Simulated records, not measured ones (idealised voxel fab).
Documented hereafter: the process module known as voxel air gaps.
cross-section cut | 265 nm wide | cells 5 nm
Cross-section spec: square-cell grid; bands listed top down; each band is one or more rows.
In this notation a band is specified by the heights of its top and bottom, in that order and in nm, after which its materials appear from left to right, each paired with its width in nm. The word "full width" attached to a single material means that material fills the band from edge to edge; the word "empty" stands for empty space.
It should be noted that heights are counted from 0, beneath which the wafer as supplied is of one material throughout, and that the lowest band possesses no lower boundary but continues downward, as written in "z 0 and below".
Note: "30 to 40" means the width goes from the first number (top row of the band) to the second number (bottom row) in equal steps per row of cells.
"nothing altered" -> step changed no cross-section cell.
Empty spaces counting at least 8 cells and having no open way to the top are listed in "Closed void listing". The notation width x height at distance is used for each, the distance being from the left edge and all three values in nm.
Heads up: the bit after the settings on a step's line is the simulator's remark on that step.
You can add "overlay nm" to a step's line. For a step with a mask, it describes how far the mask lay to the right of its planned position, and a negative number describes a lay to the left.

plan:
step 1: RECEIVE | material Si
step 2: CONFORMAL_DEP | material SiO2 | thk nm 10
step 3: CONFORMAL_DEP | material SiCN | thk nm 5
step 4: DIRECTIONAL_DEP | material lowk | thk nm 40
step 5: MASKED_ETCH | tone open | mask id LINES | width nm 20 | pitch nm 45 | etch materials lowk | depth nm 40 | overlay nm 0
step 6: CONFORMAL_DEP | material TiN | thk nm 5
step 7: FILL_DEP | material W | thk nm 5
step 8: CMP | height nm 55
step 9: EPI | material Ru | thk nm 10
step 10: SELECTIVE_ETCH | etch materials lowk | depth nm 50
step 11: CONFORMAL_DEP | material SiCN | thk nm 5

Shown in cross-section is the wafer as received, that is, as it stands after step 1:
z 0 and below  Si full width
Closed void listing: none

End-of-module XS, first of two wafers, run as planned:
z 70 to 65  60 nm empty  140 nm SiCN  65 nm empty
z 65 to 55  60 nm empty  5 nm SiCN  40 nm Ru  5 nm SiCN  40 nm Ru  5 nm SiCN  40 nm Ru  5 nm SiCN  65 nm empty
z 55 to 50  60 nm empty  15 nm SiCN  5 nm TiN  10 nm W  5 nm TiN  25 nm SiCN  5 nm TiN  10 nm W  5 nm TiN  25 nm SiCN  5 nm TiN  10 nm W  5 nm TiN  15 nm SiCN  65 nm empty
z 50 to 20  70 nm empty  5 nm SiCN  5 nm TiN  10 nm W  5 nm TiN  5 nm SiCN  15 nm empty  5 nm SiCN  5 nm TiN  10 nm W  5 nm TiN  5 nm SiCN  15 nm empty  5 nm SiCN  5 nm TiN  10 nm W  5 nm TiN  5 nm SiCN  75 nm empty
z 20 to 15  75 nm SiCN  20 nm TiN  25 nm SiCN  20 nm TiN  25 nm SiCN  20 nm TiN  80 nm SiCN
z 15 to 10  SiCN full width
z 10 to 0  SiO2 full width
z 0 and below  Si full width
Closed void listing: 15 x 30 at 100; 15 x 30 at 145

Wafer two, end of module, cross-section. Same start, same plan as wafer one. One mistake in the run:
z 70 to 65  55 nm empty  150 nm SiCN  60 nm empty
z 65 to 55  55 nm empty  5 nm SiCN  140 nm Ru  5 nm SiCN  60 nm empty
z 55 to 50  55 nm empty  15 nm SiCN  5 nm TiN  20 nm W  5 nm TiN  15 nm lowk  5 nm TiN  20 nm W  5 nm TiN  15 nm lowk  5 nm TiN  20 nm W  5 nm TiN  15 nm SiCN  60 nm empty
z 50 to 20  65 nm empty  5 nm SiCN  5 nm TiN  20 nm W  5 nm TiN  15 nm lowk  5 nm TiN  20 nm W  5 nm TiN  15 nm lowk  5 nm TiN  20 nm W  5 nm TiN  5 nm SiCN  70 nm empty
z 20 to 15  70 nm SiCN  30 nm TiN  15 nm lowk  30 nm TiN  15 nm lowk  30 nm TiN  75 nm SiCN
z 15 to 10  SiCN full width
z 10 to 0  SiO2 full width
z 0 and below  Si full width
Closed void listing: none
The plan and the run diverged here: for step 5, the planned setting was not used; the step was instead run as MASKED_ETCH | tone open | mask id LINES | width nm 30 | pitch nm 45 | etch materials lowk | depth nm 40 | overlay nm 0
Per the end-of-run cell counts, the second wafer holds more or fewer of some materials than the first: +8 Ru | -48 SiCN | +6 TiN | +42 W | +48 lowk
Ultimately, the number of closed voids is 2 in the first wafer and 0 in the second wafer.
